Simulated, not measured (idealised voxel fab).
process module | voxel capacitor over wiring
cross-section cut | 260 nm wide | cells 5 nm
A cross-section is a grid of square cells, given in bands from the top down. A band is one or more rows of cells.
Each band's line starts with the height of the band's top and of its bottom, in nm. Then come its materials from left to right, each with its width in nm. One material with "throughout" fills the band from edge to edge. "air" is empty space.
Height 0 is the level under which the wafer as received is all one material. The lowest band goes on downwards, as in "0 down".
A width such as "30 to 40" changes by the same amount from each row of cells to the next, from the band's top row to its bottom row.
"no change" after a step means that no cell of the cross-section changed.
closed voids: empty space of 8 cells or more with no open way to the top, each as width x height at its distance from the left edge, in nm
after a step's settings: what the simulator itself notes on the step
overlay nm, on a step with a mask: how far to the right of its planned place the mask lay; to the left if negative
plan
1 op RECEIVE | material Si
2 op CONFORMAL_DEP | material SiO2 | thk nm 10
3 op CONFORMAL_DEP | material SiN | thk nm 5
4 op DIRECTIONAL_DEP | material SiO2 | thk nm 20
5 op MASKED_ETCH | tone open | mask id METAL_1 | width nm 25 | pitch nm 75 | etch materials SiO2 | depth nm 20 | overlay nm 0
6 op MASKED_ETCH | tone open | mask id METAL_1 | width nm 25 | pitch nm 75 | etch materials SiN | depth nm 5 | overlay nm 0
7 op CONFORMAL_DEP | material TiN | thk nm 5
8 op FILL_DEP | material Cu | thk nm 5
9 op CMP | height nm 35
10 op CONFORMAL_DEP | material SiCN | thk nm 5
11 op DIRECTIONAL_DEP | material SiO2 | thk nm 20
12 op DIRECTIONAL_DEP | material aC | thk nm 10
13 op PATTERN | tone open | mask id PLUG_1 | material resist | width nm 15 | thk nm 25 | overlay nm 0
14 op DIRECTIONAL_ETCH | etch materials aC | depth nm 10
15 op STRIP | etch materials resist
16 op DIRECTIONAL_ETCH | etch materials SiO2 | depth nm 20
17 op DIRECTIONAL_ETCH | etch materials SiCN | depth nm 5
18 op STRIP | etch materials aC
19 op EPI | material Ru | thk nm 10
20 op EPI | material Ru | thk nm 10
21 op EPI | material Ru | thk nm 5
22 op DIRECTIONAL_DEP | material TiN | thk nm 5
23 op DIRECTIONAL_DEP | material HfO2 | thk nm 5
24 op DIRECTIONAL_DEP | material TiN | thk nm 5
25 op PATTERN | tone cover | mask id UPPER_PLATE | material resist | width nm 55 | thk nm 20 | overlay nm 0
26 op DIRECTIONAL_ETCH | etch materials TiN | depth nm 5
27 op DIRECTIONAL_ETCH | etch materials HfO2 | depth nm 5
28 op STRIP | etch materials resist
29 op PATTERN | tone cover | mask id LOWER_PLATE | material resist | width nm 65 | thk nm 20 | overlay nm 0
30 op DIRECTIONAL_ETCH | etch materials TiN | depth nm 5
31 op STRIP | etch materials resist
32 op FILL_DEP | material SiO2 | thk nm 20
33 op CMP | height nm 90
34 op DIRECTIONAL_DEP | material aC | thk nm 15
35 op PATTERN | tone open | mask id PLUG_2 | material resist | width nm 15 | thk nm 35 | overlay nm 0
36 op DIRECTIONAL_ETCH | etch materials aC | depth nm 15
37 op STRIP | etch materials resist
38 op DIRECTIONAL_ETCH | etch materials SiO2 | depth nm 15
39 op STRIP | etch materials aC
40 op CONFORMAL_DEP | material TiN | thk nm 5
41 op FILL_DEP | material Ru | thk nm 5
42 op CMP | height nm 90
43 op CONFORMAL_DEP | material SiCN | thk nm 5
first wafer, as planned
as received, after step 1
  0 down: Si throughout
  closed voids: none
after step 2
  10 to 0: SiO2 throughout
  below 0: unchanged
after step 3
  15 to 10: SiN throughout
  below 10: unchanged
after step 4
  35 to 15: SiO2 throughout
  below 15: unchanged
after step 5
  35 to 15: SiO2 80 | air 25 | SiO2 50 | air 25 | SiO2 80
  below 15: unchanged
after step 6
  35 to 15: SiO2 80 | air 25 | SiO2 50 | air 25 | SiO2 80
  15 to 10: SiN 80 | air 25 | SiN 50 | air 25 | SiN 80
  below 10: unchanged
after step 7
  40 to 35: TiN 85 | air 15 | TiN 60 | air 15 | TiN 85
  35 to 15: SiO2 80 | TiN 5 | air 15 | TiN 5 | SiO2 50 | TiN 5 | air 15 | TiN 5 | SiO2 80
  15 to 10: SiN 80 | TiN 25 | SiN 50 | TiN 25 | SiN 80
  below 10: unchanged
after step 8
  45 to 40: Cu throughout
  40 to 35: TiN 85 | Cu 15 | TiN 60 | Cu 15 | TiN 85
  35 to 15: SiO2 80 | TiN 5 | Cu 15 | TiN 5 | SiO2 50 | TiN 5 | Cu 15 | TiN 5 | SiO2 80
  below 15: unchanged
after step 9
  35 to 15: SiO2 80 | TiN 5 | Cu 15 | TiN 5 | SiO2 50 | TiN 5 | Cu 15 | TiN 5 | SiO2 80
  below 15: unchanged
after step 10
  40 to 35: SiCN throughout
  below 35: unchanged
after step 11
  60 to 40: SiO2 throughout
  below 40: unchanged
after step 12
  70 to 60: aC throughout
  below 60: unchanged
after step 13
  95 to 70: resist 90 | air 15 | resist 155
  below 70: unchanged
after step 14
  85 to 70: resist 90 | air 15 | resist 155
  70 to 60: aC 90 | air 15 | aC 155
  below 60: unchanged
after step 15
  70 to 60: aC 90 | air 15 | aC 155
  below 60: unchanged
after step 16
  70 to 60: aC 90 | air 15 | aC 155
  60 to 40: SiO2 90 | air 15 | SiO2 155
  below 40: unchanged
after step 17
  70 to 60: aC 90 | air 15 | aC 155
  60 to 40: SiO2 90 | air 15 | SiO2 155
  40 to 35: SiCN 90 | air 15 | SiCN 155
  below 35: unchanged
after step 18
  60 to 40: SiO2 90 | air 15 | SiO2 155
  below 40: unchanged
after step 19
  60 to 45: SiO2 90 | air 15 | SiO2 155
  45 to 40: SiO2 90 | Ru 15 | SiO2 155
  40 to 35: SiCN 90 | Ru 15 | SiCN 155
  below 35: unchanged
after step 20
  60 to 55: SiO2 90 | air 15 | SiO2 155
  55 to 40: SiO2 90 | Ru 15 | SiO2 155
  below 40: unchanged
after step 21
  60 to 40: SiO2 90 | Ru 15 | SiO2 155
  below 40: unchanged
after step 22
  65 to 60: TiN throughout
  below 60: unchanged
after step 23
  70 to 65: HfO2 throughout
  below 65: unchanged
after step 24
  75 to 70: TiN throughout
  below 70: unchanged
after step 25
  95 to 75: air 90 | resist 55 | air 115
  below 75: unchanged
after step 26
  95 to 75: air 90 | resist 55 | air 115
  75 to 70: air 90 | TiN 55 | air 115
  below 70: unchanged
after step 27
  95 to 75: air 90 | resist 55 | air 115
  75 to 70: air 90 | TiN 55 | air 115
  70 to 65: air 90 | HfO2 55 | air 115
  below 65: unchanged
after step 28
  75 to 70: air 90 | TiN 55 | air 115
  below 70: unchanged
after step 29
  95 to 75: air 85 | resist 65 | air 110
  75 to 70: air 85 | resist 5 | TiN 55 | resist 5 | air 110
  70 to 65: air 85 | resist 5 | HfO2 55 | resist 5 | air 110
  below 65: unchanged
after step 30
  95 to 75: air 85 | resist 65 | air 110
  75 to 70: air 85 | resist 5 | TiN 55 | resist 5 | air 110
  70 to 65: air 85 | resist 5 | HfO2 55 | resist 5 | air 110
  65 to 60: air 85 | TiN 65 | air 110
  below 60: unchanged
after step 31
  75 to 70: air 90 | TiN 55 | air 115
  70 to 65: air 90 | HfO2 55 | air 115
  below 65: unchanged
after step 32
  95 to 75: SiO2 throughout
  75 to 70: SiO2 90 | TiN 55 | SiO2 115
  70 to 65: SiO2 90 | HfO2 55 | SiO2 115
  65 to 60: SiO2 85 | TiN 65 | SiO2 110
  below 60: unchanged
after step 33
  90 to 75: SiO2 throughout
  below 75: unchanged
after step 34
  105 to 90: aC throughout
  below 90: unchanged
after step 35
  140 to 105: resist 100 | air 15 | resist 145
  below 105: unchanged
after step 36
  125 to 105: resist 100 | air 15 | resist 145
  105 to 90: aC 100 | air 15 | aC 145
  below 90: unchanged
after step 37
  105 to 90: aC 100 | air 15 | aC 145
  below 90: unchanged
after step 38
  105 to 90: aC 100 | air 15 | aC 145
  90 to 75: SiO2 100 | air 15 | SiO2 145
  below 75: unchanged
after step 39
  90 to 75: SiO2 100 | air 15 | SiO2 145
  below 75: unchanged
after step 40
  95 to 90: TiN 105 | air 5 | TiN 150
  90 to 80: SiO2 100 | TiN 5 | air 5 | TiN 5 | SiO2 145
  80 to 70: SiO2 100 to 90 | TiN 15 to 55 | SiO2 145 to 115
  below 70: unchanged
after step 41
  100 to 95: Ru throughout
  95 to 90: TiN 105 | Ru 5 | TiN 150
  90 to 80: SiO2 100 | TiN 5 | Ru 5 | TiN 5 | SiO2 145
  below 80: unchanged
after step 42
  90 to 80: SiO2 100 | TiN 5 | Ru 5 | TiN 5 | SiO2 145
  below 80: unchanged
after step 43
  95 to 90: SiCN throughout
  below 90: unchanged
second wafer: like start, like plan, one mistake. Through step 21 it matches the first wafer
when step 22 should have ended: no change
when step 23 should have ended
  65 to 60: HfO2 throughout
  below 60: unchanged
when step 24 should have ended
  70 to 65: TiN throughout
  below 65: unchanged
when step 25 should have ended
  90 to 70: air 90 | resist 55 | air 115
  below 70: unchanged
when step 26 should have ended
  90 to 70: air 90 | resist 55 | air 115
  70 to 65: air 90 | TiN 55 | air 115
  below 65: unchanged
when step 27 should have ended
  90 to 70: air 90 | resist 55 | air 115
  70 to 65: air 90 | TiN 55 | air 115
  65 to 60: air 90 | HfO2 55 | air 115
  below 60: unchanged
when step 28 should have ended
  70 to 65: air 90 | TiN 55 | air 115
  below 65: unchanged
when step 29 should have ended
  90 to 70: air 85 | resist 65 | air 110
  70 to 65: air 85 | resist 5 | TiN 55 | resist 5 | air 110
  65 to 60: air 85 | resist 5 | HfO2 55 | resist 5 | air 110
  below 60: unchanged
when step 30 should have ended: no change
when step 31 should have ended
  70 to 65: air 90 | TiN 55 | air 115
  65 to 60: air 90 | HfO2 55 | air 115
  below 60: unchanged
when step 32 should have ended
  90 to 70: SiO2 throughout
  70 to 65: SiO2 90 | TiN 55 | SiO2 115
  65 to 60: SiO2 90 | HfO2 55 | SiO2 115
  below 60: unchanged
when step 33 should have ended: no change
when step 34 should have ended
  105 to 90: aC throughout
  below 90: unchanged
when step 35 should have ended
  140 to 105: resist 100 | air 15 | resist 145
  below 105: unchanged
when step 36 should have ended
  125 to 105: resist 100 | air 15 | resist 145
  105 to 90: aC 100 | air 15 | aC 145
  below 90: unchanged
when step 37 should have ended
  105 to 90: aC 100 | air 15 | aC 145
  below 90: unchanged
when step 38 should have ended
  105 to 90: aC 100 | air 15 | aC 145
  90 to 75: SiO2 100 | air 15 | SiO2 145
  below 75: unchanged
when step 39 should have ended
  90 to 75: SiO2 100 | air 15 | SiO2 145
  below 75: unchanged
when step 40 should have ended
  95 to 90: TiN 105 | air 5 | TiN 150
  90 to 80: SiO2 100 | TiN 5 | air 5 | TiN 5 | SiO2 145
  80 to 75: SiO2 100 | TiN 15 | SiO2 145
  below 75: unchanged
when step 41 should have ended
  100 to 95: Ru throughout
  95 to 90: TiN 105 | Ru 5 | TiN 150
  90 to 80: SiO2 100 | TiN 5 | Ru 5 | TiN 5 | SiO2 145
  below 80: unchanged
when step 42 should have ended
  90 to 80: SiO2 100 | TiN 5 | Ru 5 | TiN 5 | SiO2 145
  below 80: unchanged
when step 43 should have ended
  95 to 90: SiCN throughout
  below 90: unchanged
what went wrong: step 22 was left out
at the end the second wafer has, in cells: 13 more of SiO2 | 13 fewer of TiN
